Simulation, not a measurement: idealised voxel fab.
Presented below is a process module, voxel wiring stack.
Xsec cut, 270 nm wide, square cell size 5 nm.
Throughout this document, each cross-section is represented as a grid of square cells and is presented as a sequence of bands enumerated from the top downward, where a band comprises one or more rows of cells. Heads up on the band format: heights come first, top then bottom, in nm. After that it's the materials left to right, each with its width in nm. A single material flagged "all across" fills the whole band edge to edge, and "blank" means there's empty space there. Heads up on the height convention: 0 is the point under which the incoming wafer is all one material, and the lowest band has no bottom, it just keeps going down, like "top 0, no bottom". Width: "30->40" (first number = top row, second number = bottom row, same change from row to row of cells). The designation "no modification", where it is given for a processing step, indicates that no cell of the cross-section was altered in the course of that step. "Enclosed void inventory" contains a list of empty spaces, each no smaller than 8 cells and without an open way to the top, written in the form width x height at distance with the distance from the left edge and all three in nm. Past the settings on a step's line: simulator remark, on that step. You can add "overlay nm" to a step's line. For a step with a mask, it describes how far the mask lay to the right of its planned position, and a negative number describes a lay to the left. Every pair from here on: before one process step, after it. The after cross-section reaches only to the lowest band that changed. Below the pair: the step in between and its settings. Pairs can belong to different runs of this module on the same starting wafer; a pair carries on from the pair above only if the entry headed "Ahead of processing" says so.
# Ahead of processing
	top 80, bottom 75: 85 TiN, then 10 blank, then 35 TiN, then 10 blank, then 35 TiN, then 10 blank, then 85 TiN
	top 75, bottom 60: 80 SiO2, then 5 TiN, then 10 blank, then 5 TiN, then 25 SiO2, then 5 TiN, then 10 blank, then 5 TiN, then 25 SiO2, then 5 TiN, then 10 blank, then 5 TiN, then 80 SiO2
	top 60, bottom 55: 80 SiO2, then 5 TiN, then 5 blank, then 10 TiN, then 25 SiO2, then 20 TiN, then 25 SiO2, then 5 TiN, then 5 blank, then 10 TiN, then 80 SiO2
	top 55, bottom 40: 80 SiO2, then 5 TiN, then 5 blank, then 5 TiN, then 75 SiO2, then 5 TiN, then 5 blank, then 5 TiN, then 85 SiO2
	top 40, bottom 35: 80 SiCN, then 15 TiN, then 75 SiCN, then 15 TiN, then 85 SiCN
	top 35, bottom 20: 80 SiO2, then 5 SiCN, then 10 Cu, then 5 SiCN, then 25 SiO2, then 5 SiCN, then 10 Cu, then 5 SiCN, then 25 SiO2, then 5 SiCN, then 10 Cu, then 5 SiCN, then 80 SiO2
	top 20, bottom 15: SiCN all across
	top 15, bottom 0: SiO2 all across
	top 0, no bottom: Si all across
	Enclosed void inventory: none
# State After Step
	top 85, bottom 80: Cu all across
	top 80, bottom 75: 85 TiN, then 10 Cu, then 35 TiN, then 10 Cu, then 35 TiN, then 10 Cu, then 85 TiN
	top 75, bottom 60: 80 SiO2, then 5 TiN, then 10 Cu, then 5 TiN, then 25 SiO2, then 5 TiN, then 10 Cu, then 5 TiN, then 25 SiO2, then 5 TiN, then 10 Cu, then 5 TiN, then 80 SiO2
	top 60, bottom 55: 80 SiO2, then 5 TiN, then 5 Cu, then 10 TiN, then 25 SiO2, then 20 TiN, then 25 SiO2, then 5 TiN, then 5 Cu, then 10 TiN, then 80 SiO2
	top 55, bottom 40: 80 SiO2, then 5 TiN, then 5 Cu, then 5 TiN, then 75 SiO2, then 5 TiN, then 5 Cu, then 5 TiN, then 85 SiO2
	Note: structure below 40 unchanged.
	Enclosed void inventory: none
Applied between the two views above: op FILL_DEP | material Cu | thk nm 5
Ahead of processing: The cross-section prior to this step is the one presented after the step of the pair immediately above.
# State After Step
	top 75, bottom 60: 80 SiO2, then 5 TiN, then 10 Cu, then 5 TiN, then 25 SiO2, then 5 TiN, then 10 Cu, then 5 TiN, then 25 SiO2, then 5 TiN, then 10 Cu, then 5 TiN, then 80 SiO2
	Note: structure below 60 unchanged.
	Enclosed void inventory: none
Applied between the two views above: op CMP | height nm 75
Ahead of processing: The cross-section prior to this step is the one presented after the step of the pair immediately above.
# State After Step
	top 80, bottom 75: SiCN all across
	Note: structure below 75 unchanged.
	Enclosed void inventory: none
Applied between the two views above: op CONFORMAL_DEP | material SiCN | thk nm 5
# Ahead of processing
	top 75, bottom 40: 80 SiO2, then 15 blank, then 75 SiO2, then 15 blank, then 85 SiO2
	top 40, bottom 35: SiCN all across
	top 35, bottom 20: 80 SiO2, then 5 TiN, then 10 Cu, then 5 TiN, then 25 SiO2, then 5 TiN, then 10 Cu, then 5 TiN, then 25 SiO2, then 5 TiN, then 10 Cu, then 5 TiN, then 80 SiO2
	top 20, bottom 15: 80 SiCN, then 20 TiN, then 25 SiCN, then 20 TiN, then 25 SiCN, then 20 TiN, then 80 SiCN
	top 15, bottom 0: SiO2 all across
	top 0, no bottom: Si all across
	Enclosed void inventory: none
# State After Step
	top 90, bottom 75: 80 blank, then 20 resist, then 25 blank, then 20 resist, then 25 blank, then 20 resist, then 80 blank
	top 75, bottom 40: 80 SiO2, then 15 resist, then 75 SiO2, then 15 resist, then 85 SiO2
	Note: structure below 40 unchanged.
	Enclosed void inventory: none
Applied between the two views above: op PATTERN | tone cover | mask id METAL_2 | material resist | width nm 20 | pitch nm 45 | thk nm 15 | overlay nm 0
Ahead of processing: The cross-section prior to this step is the one presented after the step of the pair immediately above.
# State After Step
	top 90, bottom 75: 80 blank, then 20 resist, then 25 blank, then 20 resist, then 25 blank, then 20 resist, then 80 blank
	top 75, bottom 55: 80 blank, then 15 resist, then 5 SiO2, then 25 blank, then 20 SiO2, then 25 blank, then 15 resist, then 5 SiO2, then 80 blank
	Note: structure below 55 unchanged.
	Enclosed void inventory: none
Applied between the two views above: op DIRECTIONAL_ETCH | etch materials SiO2 | depth nm 20
Ahead of processing: The cross-section prior to this step is the one presented after the step of the pair immediately above.
# State After Step
	top 75, bottom 55: 95 blank, then 5 SiO2, then 25 blank, then 20 SiO2, then 40 blank, then 5 SiO2, then 80 blank
	top 55, bottom 40: 80 SiO2, then 15 blank, then 75 SiO2, then 15 blank, then 85 SiO2
	Note: structure below 40 unchanged.
	Enclosed void inventory: none
Applied between the two views above: op STRIP | etch materials resist
Ahead of processing: The cross-section prior to this step is the one presented after the step of the pair immediately above.
# State After Step
	top 80, bottom 75: 90 blank, then 15 TiN, then 15 blank, then 30 TiN, then 30 blank, then 15 TiN, then 75 blank
	top 75, bottom 60: 90 blank, then 5 TiN, then 5 SiO2, then 5 TiN, then 15 blank, then 5 TiN, then 20 SiO2, then 5 TiN, then 30 blank, then 5 TiN, then 5 SiO2, then 5 TiN, then 75 blank
	top 60, bottom 55: 85 TiN, then 5 blank, then 5 TiN, then 5 SiO2, then 25 TiN, then 20 SiO2, then 30 TiN, then 5 blank, then 5 TiN, then 5 SiO2, then 80 TiN
	top 55, bottom 45: 80 SiO2, then 5 TiN, then 5 blank, then 5 TiN, then 75 SiO2, then 5 TiN, then 5 blank, then 5 TiN, then 85 SiO2
	top 45, bottom 40: 80 SiO2, then 15 TiN, then 75 SiO2, then 15 TiN, then 85 SiO2
	Note: structure below 40 unchanged.
	Enclosed void inventory: none
Applied between the two views above: op CONFORMAL_DEP | material TiN | thk nm 5
Ahead of processing: The cross-section prior to this step is the one presented after the step of the pair immediately above.
# State After Step
	top 85, bottom 80: Cu all across
	top 80, bottom 75: 90 Cu, then 15 TiN, then 15 Cu, then 30 TiN, then 30 Cu, then 15 TiN, then 75 Cu
	top 75, bottom 60: 90 Cu, then 5 TiN, then 5 SiO2, then 5 TiN, then 15 Cu, then 5 TiN, then 20 SiO2, then 5 TiN, then 30 Cu, then 5 TiN, then 5 SiO2, then 5 TiN, then 75 Cu
	top 60, bottom 55: 85 TiN, then 5 Cu, then 5 TiN, then 5 SiO2, then 25 TiN, then 20 SiO2, then 30 TiN, then 5 Cu, then 5 TiN, then 5 SiO2, then 80 TiN
	top 55, bottom 45: 80 SiO2, then 5 TiN, then 5 Cu, then 5 TiN, then 75 SiO2, then 5 TiN, then 5 Cu, then 5 TiN, then 85 SiO2
	Note: structure below 45 unchanged.
	Enclosed void inventory: none
Applied between the two views above: op FILL_DEP | material Cu | thk nm 5
Ahead of processing: The cross-section prior to this step is the one presented after the step of the pair immediately above.
# State After Step
	top 75, bottom 60: 90 Cu, then 5 TiN, then 5 SiO2, then 5 TiN, then 15 Cu, then 5 TiN, then 20 SiO2, then 5 TiN, then 30 Cu, then 5 TiN, then 5 SiO2, then 5 TiN, then 75 Cu
	Note: structure below 60 unchanged.
	Enclosed void inventory: none
Applied between the two views above: op CMP | height nm 75
Ahead of processing: The cross-section prior to this step is the one presented after the step of the pair immediately above.
# State After Step
	top 80, bottom 75: SiCN all across
	Note: structure below 75 unchanged.
	Enclosed void inventory: none
Applied between the two views above: op CONFORMAL_DEP | material SiCN | thk nm 5
